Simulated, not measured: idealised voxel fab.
The document below concerns the process module designated voxel gate over fins.
Pictured: cross-section cut, 195 nm wide, on a grid of 5 nm square cells.
Think of the cross-section as a grid of square cells. We describe it in bands, top to bottom, and each band covers one or more rows of those cells. Band: top height; bottom height; in nm. Then, left to right: material with width in nm, for each material. "throughout": a single material spanning edge to edge. "air": empty space. Basically, 0 is our baseline, since under it the wafer straight out of the box is all one material. The bottom band has no lower end and keeps on going down, so it looks like "0 nm and below". Think of "30 to 40" as a width that walks from the first number to the second as you go down the band, top row to bottom row, taking equal-sized steps from row to row. A step reported as "nothing got changed" is a step in which no cell of the cross-section changed. Listed in "Unvented voids": every empty space of 8 or more cells without an open way to the top. Form: width x height at distance, the distance being from the left edge, all in nm. after a step's settings: what the simulator itself notes on the step. overlay nm: where the mask lay relative to plan, measured to the right, on steps with a mask; negatives go left.
PLANNED PROCESS STEPS
1,RECEIVE | material Si
2,CONFORMAL_DEP | material SiN | thk nm 5
3,PATTERN | tone cover | mask id FINS | material resist | width nm 15 | pitch nm 45 | thk nm 20 | overlay nm 0
4,DIRECTIONAL_ETCH | etch materials SiN | depth nm 5
5,DIRECTIONAL_ETCH | etch materials Si | depth nm 30
6,STRIP | etch materials resist
7,OXIDIZE | depth nm 5
8,FILL_DEP | material SiO2 | thk nm 5
9,CMP | height nm 5
10,SELECTIVE_ETCH | etch materials SiO2 | depth nm 20
11,STRIP | etch materials SiN
12,CONFORMAL_DEP | material HfO2 | thk nm 5
13,CONFORMAL_DEP | material TiN | thk nm 5
14,FILL_DEP | material W | thk nm 10
15,CMP | height nm 15
16,CONFORMAL_DEP | material SiN | thk nm 10
WAFER AT RECEIPT (POST STEP 1), CROSS-SECTION
	0 nm and below  Si throughout
	Unvented voids: none
FINAL CROSS-SECTION, MODULE RUN WITH ONE MISTAKE (START AND PLAN AS ABOVE)
	25 nm to 15 nm  SiN throughout
	15 nm to 10 nm  W throughout
	10 nm to 5 nm  TiN=25, then W=5, then TiN=40, then W=5, then TiN=40, then W=5, then TiN=40, then W=5, then TiN=30
	5 nm to 0 nm  HfO2=20, then TiN=5, then W=5, then TiN=5, then HfO2=30, then TiN=5, then W=5, then TiN=5, then HfO2=30, then TiN=5, then W=5, then TiN=5, then HfO2=30, then TiN=5, then W=5, then TiN=5, then HfO2=25
	0 nm to -5 nm  Si=15, then HfO2=5, then TiN=5, then W=5, then TiN=5, then HfO2=5, then Si=20, then HfO2=5, then TiN=5, then W=5, then TiN=5, then HfO2=5, then Si=20, then HfO2=5, then TiN=5, then W=5, then TiN=5, then HfO2=5, then Si=20, then HfO2=5, then TiN=5, then W=5, then TiN=5, then HfO2=5, then Si=20
	-5 nm to -10 nm  Si=15, then HfO2=5, then TiN=15, then HfO2=5, then Si=20, then HfO2=5, then TiN=15, then HfO2=5, then Si=20, then HfO2=5, then TiN=15, then HfO2=5, then Si=20, then HfO2=5, then TiN=15, then HfO2=5, then Si=20
	-10 nm to -15 nm  Si=15, then HfO2=25, then Si=20, then HfO2=25, then Si=20, then HfO2=25, then Si=20, then HfO2=25, then Si=20
	-15 nm to -35 nm  Si=15, then SiO2=25, then Si=20, then SiO2=25, then Si=20, then SiO2=25, then Si=20, then SiO2=25, then Si=20
	-35 nm and below  Si throughout
	Unvented voids: none
It is concluded that the wafer was processed incorrectly with respect to the plan, in that step 3 was run on a setting that differed from the plan, and what really ran there is PATTERN | tone open | mask id FINS | material resist | width nm 15 | pitch nm 45 | thk nm 20 | overlay nm 0
